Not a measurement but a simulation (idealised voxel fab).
process module | voxel wiring stack
Square cell edge 5 nm, section width 250 nm, ID cut.
Bands, listed from the top down, are how a cross-section gets written in this document; the cross-section itself is a grid of square cells, and a band is one or more rows of them. For a band, the entry starts with two heights in nm, that of the top and then that of the bottom, and carries on with the band's materials in order from left to right, each alongside its width in nm; the word "all across" beside a single material means it fills the band edge to edge, and "empty" means empty space. Convention: height 0 is the level below which the wafer, as received, is all one material. The lowest band does not terminate at the bottom but continues downward, represented as "0 nm and below". So if you see something like "30 to 40" for the width, read it as the top row of the band sitting at the first number and the bottom row at the second, with every row in between moving by the same amount as the last. Where a step carries "no alterations made", the cross-section came out of it unchanged, cell for cell. In "Sealed void list" the enclosed voids are listed, meaning empty spaces of 8 cells or larger without any opening to the top. The form is width x height at distance, distance from the left edge, units nm. Post-settings text on a step line: simulator's own remark regarding the step. The line of a step may include "overlay nm". On a step with a mask, this value is how far to the right of its planned place the mask lay. A negative value means the mask lay to the left.

[Steps in the process plan]
1: RECEIVE (material Si)
2: CONFORMAL_DEP (material SiO2; thk nm 15)
3: CONFORMAL_DEP (material SiN; thk nm 5)
4: DIRECTIONAL_DEP (material SiO2; thk nm 15)
5: DIRECTIONAL_DEP (material aC; thk nm 15)
6: PATTERN (tone open; mask id METAL_1; material resist; width nm 30; pitch nm 60; thk nm 30; overlay nm 0)
7: DIRECTIONAL_ETCH (etch materials aC; depth nm 15)
8: STRIP (etch materials resist)
9: DIRECTIONAL_ETCH (etch materials SiO2; depth nm 15)
10: DIRECTIONAL_ETCH (etch materials SiN; depth nm 5)
11: STRIP (etch materials aC)
12: CONFORMAL_DEP (material TiN; thk nm 5)
13: FILL_DEP (material Cu; thk nm 10)
14: CMP (height nm 35)
15: EPI (material Ru; thk nm 5)
16: FILL_DEP (material SiCN; thk nm 5)
17: DIRECTIONAL_DEP (material SiO2; thk nm 10)
18: DIRECTIONAL_DEP (material aC; thk nm 15)
19: PATTERN (tone open; mask id PLUG_1; material resist; width nm 15; pitch nm 60; thk nm 30; overlay nm 0)
20: DIRECTIONAL_ETCH (etch materials aC; depth nm 15)
21: STRIP (etch materials resist)
22: DIRECTIONAL_ETCH (etch materials SiO2; depth nm 10)
23: DIRECTIONAL_ETCH (etch materials SiCN; depth nm 5)
24: STRIP (etch materials aC)
25: EPI (material Ru; thk nm 10)
26: EPI (material Ru; thk nm 5)
27: CONFORMAL_DEP (material SiCN; thk nm 5)
28: DIRECTIONAL_DEP (material lowk; thk nm 20)
29: DIRECTIONAL_DEP (material aC; thk nm 15)
30: PATTERN (tone open; mask id METAL_2; material resist; width nm 30; pitch nm 60; thk nm 30; overlay nm 0)
31: DIRECTIONAL_ETCH (etch materials aC; depth nm 15)
32: STRIP (etch materials resist)
33: DIRECTIONAL_ETCH (etch materials lowk; depth nm 20)
34: DIRECTIONAL_ETCH (etch materials SiCN; depth nm 5)
35: STRIP (etch materials aC)
36: CONFORMAL_DEP (material TiN; thk nm 5)
37: FILL_DEP (material W; thk nm 10)
38: CMP (height nm 80)
39: CONFORMAL_DEP (material SiCN; thk nm 5)
40: DIRECTIONAL_DEP (material SiO2; thk nm 30)
41: DIRECTIONAL_DEP (material aC; thk nm 15)
42: PATTERN (tone open; mask id METAL_3_HOLES; material resist; width nm 15; pitch nm 60; thk nm 35; overlay nm 0)
43: DIRECTIONAL_ETCH (etch materials aC; depth nm 15)
44: STRIP (etch materials resist)
45: DIRECTIONAL_ETCH (etch materials SiO2; depth nm 30)
46: STRIP (etch materials aC)
47: MASKED_ETCH (tone open; mask id METAL_3; width nm 30; pitch nm 60; etch materials SiO2; depth nm 15; overlay nm 0)
48: MASKED_ETCH (tone open; mask id METAL_3; width nm 30; pitch nm 60; etch materials SiCN; depth nm 5; overlay nm 0)
49: CONFORMAL_DEP (material TiN; thk nm 5)
50: FILL_DEP (material Ru; thk nm 10)
51: CMP (height nm 115)
52: CONFORMAL_DEP (material SiCN; thk nm 5)
53: DIRECTIONAL_DEP (material lowk; thk nm 25)
54: PATTERN (tone open; mask id METAL_4_HOLES; material resist; width nm 15; thk nm 15; overlay nm 0)
55: DIRECTIONAL_ETCH (etch materials lowk; depth nm 25)
56: STRIP (etch materials resist)
57: MASKED_ETCH (tone open; mask id METAL_4; width nm 30; pitch nm 60; etch materials lowk; depth nm 15; overlay nm 0)
58: MASKED_ETCH (tone open; mask id METAL_4; width nm 30; pitch nm 60; etch materials SiCN; depth nm 5; overlay nm 0)
59: CONFORMAL_DEP (material TiN; thk nm 5)
60: FILL_DEP (material Cu; thk nm 10)
61: CMP (height nm 145)
62: CONFORMAL_DEP (material SiCN; thk nm 5)

[Cross-section of the wafer as it came to us, i.e., already through step 1]
> 0 nm and below: Si all across
> Sealed void list: none

[Post-module cross-section: identical start and plan to those above, one misstep in execution]
> 150 nm to 145 nm: SiCN all across
> 145 nm to 135 nm: 80 lowk / 5 TiN / 20 Cu / 5 TiN / 30 lowk / 5 TiN / 20 Cu / 5 TiN / 80 lowk
> 135 nm to 130 nm: 80 lowk / 5 TiN / 5 Cu / 20 TiN / 30 lowk / 30 TiN / 80 lowk
> 130 nm to 120 nm: 80 lowk / 5 TiN / 5 Cu / 5 TiN / 155 lowk
> 120 nm to 115 nm: 80 SiCN / 15 TiN / 155 SiCN
> 115 nm to 105 nm: 80 SiO2 / 5 TiN / 20 Ru / 5 TiN / 30 SiO2 / 5 TiN / 20 Ru / 5 TiN / 80 SiO2
> 105 nm to 100 nm: 80 SiO2 / 5 TiN / 5 Ru / 20 TiN / 30 SiO2 / 5 TiN / 5 Ru / 20 TiN / 80 SiO2
> 100 nm to 85 nm: 80 SiO2 / 5 TiN / 5 Ru / 5 TiN / 45 SiO2 / 5 TiN / 5 Ru / 5 TiN / 95 SiO2
> 85 nm to 80 nm: 80 SiCN / 15 TiN / 45 SiCN / 15 TiN / 95 SiCN
> 80 nm to 60 nm: 80 lowk / 5 TiN / 20 W / 5 TiN / 30 lowk / 5 TiN / 20 W / 5 TiN / 80 lowk
> 60 nm to 55 nm: 80 SiCN / 30 TiN / 30 SiCN / 30 TiN / 80 SiCN
> 55 nm to 45 nm: 80 SiO2 / 15 Ru / 45 SiO2 / 15 Ru / 95 SiO2
> 45 nm to 35 nm: 80 to 75 SiCN / 15 to 40 Ru / 45 to 20 SiCN / 15 to 40 Ru / 95 to 75 SiCN
> 35 nm to 25 nm: 80 SiO2 / 5 TiN / 20 Cu / 5 TiN / 30 SiO2 / 5 TiN / 20 Cu / 5 TiN / 80 SiO2
> 25 nm to 20 nm: 80 SiO2 / 30 TiN / 30 SiO2 / 30 TiN / 80 SiO2
> 20 nm to 5 nm: SiO2 all across
> 5 nm to 0 nm: SiN all across
> 0 nm and below: Si all across
> Sealed void list: none
Deviation noted in wafer processing: contrary to the plan, steps 2 and 3 were processed in exchanged order
